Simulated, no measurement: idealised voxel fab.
Proc. module: voxel double patterning
Cross-section cut: width 260 nm, square cells of 5 nm.
In what follows, cross-sections appear as grids of square cells, described through bands that run from the top down, where every band is one or more rows of cells. Quick guide to a band line: top height, bottom height (nm) up front; then every material left to right with its width in nm. Only one material and it's marked "throughout"? Then it fills the band edge to edge. And "blank" just means empty space. Height 0 is the level under which the wafer as received is all one material. The lowest band goes on downwards, as in "0 down". A two-number width, for instance "30..40", indicates that the width is equal to the first number in the top row of the band and to the second number in the bottom row, and that it changes by a constant amount per row of cells. Where the words "remains unaltered" appear for a step, the cross-section shows no cell changed by that step; every cell remained as before. "Closed void roster" enumerates empty spaces isolated from the top, with no open way to it, that contain at least 8 cells, giving each as width x height at distance from the left edge, all three in nm. Post-settings text on a step line: simulator's own remark regarding the step. Steps that use a mask can have "overlay nm" on their line. It says how far the mask sat to the right of where it was meant to be. Negative means to the left.

**Process steps (planned)**
1. RECEIVE [material Si]
2. CONFORMAL_DEP [material SiO2] [thk nm 5]
3. DIRECTIONAL_DEP [material TiN] [thk nm 20]
4. DIRECTIONAL_DEP [material SiCN] [thk nm 10]
5. DIRECTIONAL_DEP [material aC] [thk nm 15]
6. PATTERN [tone open] [mask id FIRST] [material resist] [width nm 15] [pitch nm 50] [thk nm 30] [overlay nm 0]
7. DIRECTIONAL_ETCH [etch materials aC] [depth nm 15]
8. STRIP [etch materials resist]
9. DIRECTIONAL_ETCH [etch materials SiCN] [depth nm 10]
10. STRIP [etch materials aC]
11. MASKED_ETCH [tone open] [mask id SECOND] [width nm 15] [etch materials SiCN] [depth nm 10] [overlay nm 0]
12. DIRECTIONAL_ETCH [etch materials TiN] [depth nm 20]
13. STRIP [etch materials SiCN]

**First of two wafers, with the run carried out as planned**

**Wafer cross-section on receipt, i.e. after step 1**
0 down | Si throughout
Closed void roster: none

**Sectional view: wafer, after step 2**
5 to 0 | SiO2 throughout
At heights below 0, the structure remains unaltered.

**Sectional view: wafer, after step 3**
25 to 5 | TiN throughout
At heights below 5, the structure remains unaltered.

**Sectional view: wafer, after step 4**
35 to 25 | SiCN throughout
At heights below 25, the structure remains unaltered.

**Sectional view: wafer, after step 5**
50 to 35 | aC throughout
At heights below 35, the structure remains unaltered.

**Sectional view: wafer, after step 6**
80 to 50 | 95 of resist, 15 of blank, 35 of resist, 15 of blank, 100 of resist
At heights below 50, the structure remains unaltered.

**Sectional view: wafer, after step 7**
65 to 50 | 95 of resist, 15 of blank, 35 of resist, 15 of blank, 100 of resist
50 to 35 | 95 of aC, 15 of blank, 35 of aC, 15 of blank, 100 of aC
At heights below 35, the structure remains unaltered.

**Sectional view: wafer, after step 8**
50 to 35 | 95 of aC, 15 of blank, 35 of aC, 15 of blank, 100 of aC
At heights below 35, the structure remains unaltered.

**Sectional view: wafer, after step 9**
50 to 35 | 95 of aC, 15 of blank, 35 of aC, 15 of blank, 100 of aC
35 to 25 | 95 of SiCN, 15 of blank, 35 of SiCN, 15 of blank, 100 of SiCN
At heights below 25, the structure remains unaltered.

**Sectional view: wafer, after step 10**
35 to 25 | 95 of SiCN, 15 of blank, 35 of SiCN, 15 of blank, 100 of SiCN
At heights below 25, the structure remains unaltered.

**Sectional view: wafer, after step 11**
35 to 25 | 95 of SiCN, 15 of blank, 10 of SiCN, 15 of blank, 10 of SiCN, 15 of blank, 100 of SiCN
At heights below 25, the structure remains unaltered.

**Sectional view: wafer, after step 12**
35 to 25 | 95 of SiCN, 15 of blank, 10 of SiCN, 15 of blank, 10 of SiCN, 15 of blank, 100 of SiCN
25 to 5 | 95 of TiN, 15 of blank, 10 of TiN, 15 of blank, 10 of TiN, 15 of blank, 100 of TiN
At heights below 5, the structure remains unaltered.

**Sectional view: wafer, after step 13**
25 to 5 | 95 of TiN, 15 of blank, 10 of TiN, 15 of blank, 10 of TiN, 15 of blank, 100 of TiN
At heights below 5, the structure remains unaltered.

**Here the second wafer is described. Its start and its plan were those of the first wafer. Its run contained one mistake. Up to and including step 1, it did exactly what the first wafer did**

The second wafer in cross-section, at the planned close of step 2: remains unaltered

**The second wafer in cross-section, at the planned close of step 3**
20 to 0 | TiN throughout
At heights below 0, the structure remains unaltered.

**The second wafer in cross-section, at the planned close of step 4**
30 to 20 | SiCN throughout
At heights below 20, the structure remains unaltered.

**The second wafer in cross-section, at the planned close of step 5**
45 to 30 | aC throughout
At heights below 30, the structure remains unaltered.

**The second wafer in cross-section, at the planned close of step 6**
75 to 45 | 95 of resist, 15 of blank, 35 of resist, 15 of blank, 100 of resist
At heights below 45, the structure remains unaltered.

**The second wafer in cross-section, at the planned close of step 7**
60 to 45 | 95 of resist, 15 of blank, 35 of resist, 15 of blank, 100 of resist
45 to 30 | 95 of aC, 15 of blank, 35 of aC, 15 of blank, 100 of aC
At heights below 30, the structure remains unaltered.

**The second wafer in cross-section, at the planned close of step 8**
45 to 30 | 95 of aC, 15 of blank, 35 of aC, 15 of blank, 100 of aC
At heights below 30, the structure remains unaltered.

**The second wafer in cross-section, at the planned close of step 9**
45 to 30 | 95 of aC, 15 of blank, 35 of aC, 15 of blank, 100 of aC
30 to 20 | 95 of SiCN, 15 of blank, 35 of SiCN, 15 of blank, 100 of SiCN
At heights below 20, the structure remains unaltered.

**The second wafer in cross-section, at the planned close of step 10**
30 to 20 | 95 of SiCN, 15 of blank, 35 of SiCN, 15 of blank, 100 of SiCN
At heights below 20, the structure remains unaltered.

**The second wafer in cross-section, at the planned close of step 11**
30 to 20 | 95 of SiCN, 15 of blank, 10 of SiCN, 15 of blank, 10 of SiCN, 15 of blank, 100 of SiCN
At heights below 20, the structure remains unaltered.

**The second wafer in cross-section, at the planned close of step 12**
30 to 20 | 95 of SiCN, 15 of blank, 10 of SiCN, 15 of blank, 10 of SiCN, 15 of blank, 100 of SiCN
20 to 0 | 95 of TiN, 15 of blank, 10 of TiN, 15 of blank, 10 of TiN, 15 of blank, 100 of TiN
At heights below 0, the structure remains unaltered.

**The second wafer in cross-section, at the planned close of step 13**
20 to 0 | 95 of TiN, 15 of blank, 10 of TiN, 15 of blank, 10 of TiN, 15 of blank, 100 of TiN
At heights below 0, the structure remains unaltered.
Processing error: step 2 of the plan was bypassed and not carried out
Final difference in cells, second wafer against first, listed per material as more or fewer: 52 fewer of SiO2
